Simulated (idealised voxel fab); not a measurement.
The process module presented herein is designated voxel gate over fins.
Xsec cut, 205 nm wide, square cell size 5 nm.
Cross-section = grid of square cells, listed top down in bands; band = one or more rows. What a band's entry tells you: where the top is and where the bottom is, as heights in nm, and after that what lies inside, material by material from left to right, each with its width in nm. Empty space is written as the word "empty", and a single material marked with the word "everywhere" occupies the band from edge to edge. Height reference: 0 = level under which incoming wafer is all one material. Lowest band: no bottom, runs on downward, e.g. "0 -> down". You'd read "30..40" like this: the band's top row of cells is as wide as the first number, its bottom row is as wide as the second, and going down, every row changes width by the same amount as the row before did. "all unchanged" for a step: no cell of the cross-section changed in that step. Heads up: "Enclosed void list" only lists the empty pockets with no open path to the top that are 8 cells or more, and it writes them as width x height at distance, distance from the left edge, in nm. If you see something after the settings on a step's line, that's the simulator's own remark about that step. overlay nm: mask right of planned place by this much (step with mask). Neg. = left.

### List of planned process steps
1: op RECEIVE | material Si
2: op CONFORMAL_DEP | material SiN | thk nm 5
3: op MASKED_ETCH | tone cover | mask id FINS | width nm 15 | pitch nm 40 | etch materials SiN | depth nm 5 | overlay nm 0
4: op MASKED_ETCH | tone cover | mask id FINS | width nm 15 | pitch nm 40 | etch materials Si | depth nm 40 | overlay nm 0
5: op OXIDIZE | depth nm 5
6: op FILL_DEP | material SiO2 | thk nm 5
7: op CMP | height nm 5
8: op SELECTIVE_ETCH | etch materials SiO2 | depth nm 15
9: op STRIP | etch materials SiN
10: op CONFORMAL_DEP | material HfO2 | thk nm 5
11: op CONFORMAL_DEP | material TiN | thk nm 5
12: op FILL_DEP | material W | thk nm 15
13: op CMP | height nm 20
14: op CONFORMAL_DEP | material SiCN | thk nm 10

### As-received state of the wafer in cross-section, equivalent to post-step 1
0 -> down = Si everywhere
Enclosed void list: none

### The first of two wafers, cross-sectioned at the end of the module, with the run proceeding as planned
30 -> 20 = SiCN everywhere
20 -> 10 = W everywhere
10 -> 5 = W (70), TiN (25), W (15), TiN (25), W (70)
5 -> 0 = W (70), TiN (5), HfO2 (15), TiN (5), W (15), TiN (5), HfO2 (15), TiN (5), W (70)
0 -> -5 = TiN (75), HfO2 (5), Si (5), HfO2 (5), TiN (25), HfO2 (5), Si (5), HfO2 (5), TiN (75)
-5 -> -10 = HfO2 (80), Si (5), HfO2 (35), Si (5), HfO2 (80)
-10 -> -45 = SiO2 (80), Si (5), SiO2 (35), Si (5), SiO2 (80)
-45 -> down = Si everywhere
Enclosed void list: none

### Wafer two, end of module, cross-section. Same start, same plan as wafer one. One mistake in the run
30 -> 20 = SiCN everywhere
20 -> 10 = W everywhere
10 -> 5 = W (70), SiCN (25), W (15), SiCN (25), W (70)
5 -> 0 = W (70), SiCN (5), HfO2 (15), SiCN (5), W (15), SiCN (5), HfO2 (15), SiCN (5), W (70)
0 -> -5 = SiCN (75), HfO2 (5), Si (5), HfO2 (5), SiCN (25), HfO2 (5), Si (5), HfO2 (5), SiCN (75)
-5 -> -10 = HfO2 (80), Si (5), HfO2 (35), Si (5), HfO2 (80)
-10 -> -45 = SiO2 (80), Si (5), SiO2 (35), Si (5), SiO2 (80)
-45 -> down = Si everywhere
Enclosed void list: none
Deviation noted in wafer processing: step 11 deviated from plan and actually ran as op CONFORMAL_DEP | material SiCN | thk nm 5
Wafer comparison, final, in cells, second relative to first, materials more or fewer: +49 SiCN; -49 TiN
